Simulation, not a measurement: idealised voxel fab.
Process module name: voxel air gaps
Each square cell in cross-section cut measures 5 nm, and the section as a whole is 225 nm wide.
Bands, listed from the top down, are how a cross-section gets written in this document; the cross-section itself is a grid of square cells, and a band is one or more rows of them. Quick guide to a band line: top height, bottom height (nm) up front; then every material left to right with its width in nm. Only one material and it's marked "all across"? Then it fills the band edge to edge. And "empty" just means empty space. Heights are measured from 0, the level below which the as-received wafer is all one material; the lowest band has no bottom and continues downward, written as in "0..down". The expression "30 to 40" gives the width at the extremes of the band, the first number at its top row of cells and the second at its bottom row, with the width changing by equal amounts from each row to the next in between. "remains unaltered" for a step: no cell of the cross-section changed in that step. "Trapped void list" means: voids of 8 cells or more that are shut off from the top with no open way through. Written width x height at distance, distance from the left edge, in nm. It should be noted that, on the line of a given step, the content following the step's settings is a remark produced by the simulator itself with respect to that step. What "overlay nm" on a step's line means: if the step has a mask, that mask lay this far to the right of its planned place, or, when the value is negative, to the left.
Planned process steps:
- 1: RECEIVE: material Si
- 2: CONFORMAL_DEP: material SiO2, thk nm 10
- 3: CONFORMAL_DEP: material SiCN, thk nm 5
- 4: DIRECTIONAL_DEP: material SiO2, thk nm 40
- 5: PATTERN: tone open, mask id LINES, material resist, width nm 20, pitch nm 45, thk nm 15, overlay nm 0
- 6: DIRECTIONAL_ETCH: etch materials SiO2, depth nm 40
- 7: STRIP: etch materials resist
- 8: CONFORMAL_DEP: material TiN, thk nm 5
- 9: FILL_DEP: material W, thk nm 10
- 10: CMP: height nm 55
- 11: EPI: material Ru, thk nm 10
- 12: SELECTIVE_ETCH: etch materials SiO2, depth nm 50
- 13: CONFORMAL_DEP: material SiCN, thk nm 5
First wafer out of two, processed as planned:
Cross-section of the wafer at receipt, which is the condition after step 1:
* 0..down: Si all across
* Trapped void list: none
Cross-section of the wafer subsequent to step 2:
* 10..0: SiO2 all across
* Lower than 0, everything is as it was.
Cross-section of the wafer subsequent to step 3:
* 15..10: SiCN all across
* Lower than 10, everything is as it was.
Cross-section of the wafer subsequent to step 4:
* 55..15: SiO2 all across
* Lower than 15, everything is as it was.
Cross-section of the wafer subsequent to step 5:
* 70..55: 55 of resist; 20 of empty; 25 of resist; 20 of empty; 25 of resist; 20 of empty; 60 of resist
* Lower than 55, everything is as it was.
Cross-section of the wafer subsequent to step 6:
* 70..55: 55 of resist; 20 of empty; 25 of resist; 20 of empty; 25 of resist; 20 of empty; 60 of resist
* 55..15: 55 of SiO2; 20 of empty; 25 of SiO2; 20 of empty; 25 of SiO2; 20 of empty; 60 of SiO2
* Lower than 15, everything is as it was.
Cross-section of the wafer subsequent to step 7:
* 55..15: 55 of SiO2; 20 of empty; 25 of SiO2; 20 of empty; 25 of SiO2; 20 of empty; 60 of SiO2
* Lower than 15, everything is as it was.
Cross-section of the wafer subsequent to step 8:
* 60..55: 60 of TiN; 10 of empty; 35 of TiN; 10 of empty; 35 of TiN; 10 of empty; 65 of TiN
* 55..20: 55 of SiO2; 5 of TiN; 10 of empty; 5 of TiN; 25 of SiO2; 5 of TiN; 10 of empty; 5 of TiN; 25 of SiO2; 5 of TiN; 10 of empty; 5 of TiN; 60 of SiO2
* 20..15: 55 of SiO2; 20 of TiN; 25 of SiO2; 20 of TiN; 25 of SiO2; 20 of TiN; 60 of SiO2
* Lower than 15, everything is as it was.
Cross-section of the wafer subsequent to step 9:
* 70..60: W all across
* 60..55: 60 of TiN; 10 of W; 35 of TiN; 10 of W; 35 of TiN; 10 of W; 65 of TiN
* 55..20: 55 of SiO2; 5 of TiN; 10 of W; 5 of TiN; 25 of SiO2; 5 of TiN; 10 of W; 5 of TiN; 25 of SiO2; 5 of TiN; 10 of W; 5 of TiN; 60 of SiO2
* Lower than 20, everything is as it was.
Cross-section of the wafer subsequent to step 10:
* 55..20: 55 of SiO2; 5 of TiN; 10 of W; 5 of TiN; 25 of SiO2; 5 of TiN; 10 of W; 5 of TiN; 25 of SiO2; 5 of TiN; 10 of W; 5 of TiN; 60 of SiO2
* Lower than 20, everything is as it was.
Cross-section of the wafer subsequent to step 11:
* 65..55: 45 of empty; 40 of Ru; 5 of empty; 40 of Ru; 5 of empty; 40 of Ru; 50 of empty
* Lower than 55, everything is as it was.
Cross-section of the wafer subsequent to step 12:
* 65..55: 45 of empty; 40 of Ru; 5 of empty; 40 of Ru; 5 of empty; 40 of Ru; 50 of empty
* 55..20: 55 of empty; 5 of TiN; 10 of W; 5 of TiN; 25 of empty; 5 of TiN; 10 of W; 5 of TiN; 25 of empty; 5 of TiN; 10 of W; 5 of TiN; 60 of empty
* 20..15: 55 of empty; 20 of TiN; 25 of empty; 20 of TiN; 25 of empty; 20 of TiN; 60 of empty
* Lower than 15, everything is as it was.
Cross-section of the wafer subsequent to step 13:
* 70..65: 40 of empty; 140 of SiCN; 45 of empty
* 65..55: 40 of empty; 5 of SiCN; 40 of Ru; 5 of SiCN; 40 of Ru; 5 of SiCN; 40 of Ru; 5 of SiCN; 45 of empty
* 55..50: 40 of empty; 15 of SiCN; 5 of TiN; 10 of W; 5 of TiN; 25 of SiCN; 5 of TiN; 10 of W; 5 of TiN; 25 of SiCN; 5 of TiN; 10 of W; 5 of TiN; 15 of SiCN; 45 of empty
* 50..20: 50 of empty; 5 of SiCN; 5 of TiN; 10 of W; 5 of TiN; 5 of SiCN; 15 of empty; 5 of SiCN; 5 of TiN; 10 of W; 5 of TiN; 5 of SiCN; 15 of empty; 5 of SiCN; 5 of TiN; 10 of W; 5 of TiN; 5 of SiCN; 55 of empty
* 20..15: 55 of SiCN; 20 of TiN; 25 of SiCN; 20 of TiN; 25 of SiCN; 20 of TiN; 60 of SiCN
* Lower than 15, everything is as it was.
* Trapped void list: 15 x 30 at 80; 15 x 30 at 125
Notes, second wafer: start = first wafer's, plan = first wafer's, execution had one mistake; history identical to first through step 2:
Second wafer profile in section, at the moment step 3 of the plan was meant to be complete:
* 15..10: W all across
* Lower than 10, everything is as it was.
Second wafer profile in section, at the moment step 4 of the plan was meant to be complete:
* 55..15: SiO2 all across
* Lower than 15, everything is as it was.
Second wafer profile in section, at the moment step 5 of the plan was meant to be complete:
* 70..55: 55 of resist; 20 of empty; 25 of resist; 20 of empty; 25 of resist; 20 of empty; 60 of resist
* Lower than 55, everything is as it was.
Second wafer profile in section, at the moment step 6 of the plan was meant to be complete:
* 70..55: 55 of resist; 20 of empty; 25 of resist; 20 of empty; 25 of resist; 20 of empty; 60 of resist
* 55..15: 55 of SiO2; 20 of empty; 25 of SiO2; 20 of empty; 25 of SiO2; 20 of empty; 60 of SiO2
* Lower than 15, everything is as it was.
Second wafer profile in section, at the moment step 7 of the plan was meant to be complete:
* 55..15: 55 of SiO2; 20 of empty; 25 of SiO2; 20 of empty; 25 of SiO2; 20 of empty; 60 of SiO2
* Lower than 15, everything is as it was.
Second wafer profile in section, at the moment step 8 of the plan was meant to be complete:
* 60..55: 60 of TiN; 10 of empty; 35 of TiN; 10 of empty; 35 of TiN; 10 of empty; 65 of TiN
* 55..20: 55 of SiO2; 5 of TiN; 10 of empty; 5 of TiN; 25 of SiO2; 5 of TiN; 10 of empty; 5 of TiN; 25 of SiO2; 5 of TiN; 10 of empty; 5 of TiN; 60 of SiO2
* 20..15: 55 of SiO2; 20 of TiN; 25 of SiO2; 20 of TiN; 25 of SiO2; 20 of TiN; 60 of SiO2
* Lower than 15, everything is as it was.
Second wafer profile in section, at the moment step 9 of the plan was meant to be complete:
* 70..60: W all across
* 60..55: 60 of TiN; 10 of W; 35 of TiN; 10 of W; 35 of TiN; 10 of W; 65 of TiN
* 55..20: 55 of SiO2; 5 of TiN; 10 of W; 5 of TiN; 25 of SiO2; 5 of TiN; 10 of W; 5 of TiN; 25 of SiO2; 5 of TiN; 10 of W; 5 of TiN; 60 of SiO2
* Lower than 20, everything is as it was.
Second wafer profile in section, at the moment step 10 of the plan was meant to be complete:
* 55..20: 55 of SiO2; 5 of TiN; 10 of W; 5 of TiN; 25 of SiO2; 5 of TiN; 10 of W; 5 of TiN; 25 of SiO2; 5 of TiN; 10 of W; 5 of TiN; 60 of SiO2
* Lower than 20, everything is as it was.
Second wafer profile in section, at the moment step 11 of the plan was meant to be complete:
* 65..55: 45 of empty; 40 of Ru; 5 of empty; 40 of Ru; 5 of empty; 40 of Ru; 50 of empty
* Lower than 55, everything is as it was.
Second wafer profile in section, at the moment step 12 of the plan was meant to be complete:
* 65..55: 45 of empty; 40 of Ru; 5 of empty; 40 of Ru; 5 of empty; 40 of Ru; 50 of empty
* 55..20: 55 of empty; 5 of TiN; 10 of W; 5 of TiN; 25 of empty; 5 of TiN; 10 of W; 5 of TiN; 25 of empty; 5 of TiN; 10 of W; 5 of TiN; 60 of empty
* 20..15: 55 of empty; 20 of TiN; 25 of empty; 20 of TiN; 25 of empty; 20 of TiN; 60 of empty
* Lower than 15, everything is as it was.
Second wafer profile in section, at the moment step 13 of the plan was meant to be complete:
* 70..65: 40 of empty; 140 of SiCN; 45 of empty
* 65..55: 40 of empty; 5 of SiCN; 40 of Ru; 5 of SiCN; 40 of Ru; 5 of SiCN; 40 of Ru; 5 of SiCN; 45 of empty
* 55..50: 40 of empty; 15 of SiCN; 5 of TiN; 10 of W; 5 of TiN; 25 of SiCN; 5 of TiN; 10 of W; 5 of TiN; 25 of SiCN; 5 of TiN; 10 of W; 5 of TiN; 15 of SiCN; 45 of empty
* 50..20: 50 of empty; 5 of SiCN; 5 of TiN; 10 of W; 5 of TiN; 5 of SiCN; 15 of empty; 5 of SiCN; 5 of TiN; 10 of W; 5 of TiN; 5 of SiCN; 15 of empty; 5 of SiCN; 5 of TiN; 10 of W; 5 of TiN; 5 of SiCN; 55 of empty
* 20..15: 55 of SiCN; 20 of TiN; 25 of SiCN; 20 of TiN; 25 of SiCN; 20 of TiN; 60 of SiCN
* Lower than 15, everything is as it was.
* Trapped void list: 15 x 30 at 80; 15 x 30 at 125
Which mistake was made when the wafer was run? rather than as planned, step 3 actually ran as CONFORMAL_DEP: material W, thk nm 5
Final tally in cells, some materials are higher or lower on the second wafer than on the first: -45 SiCN; +45 W
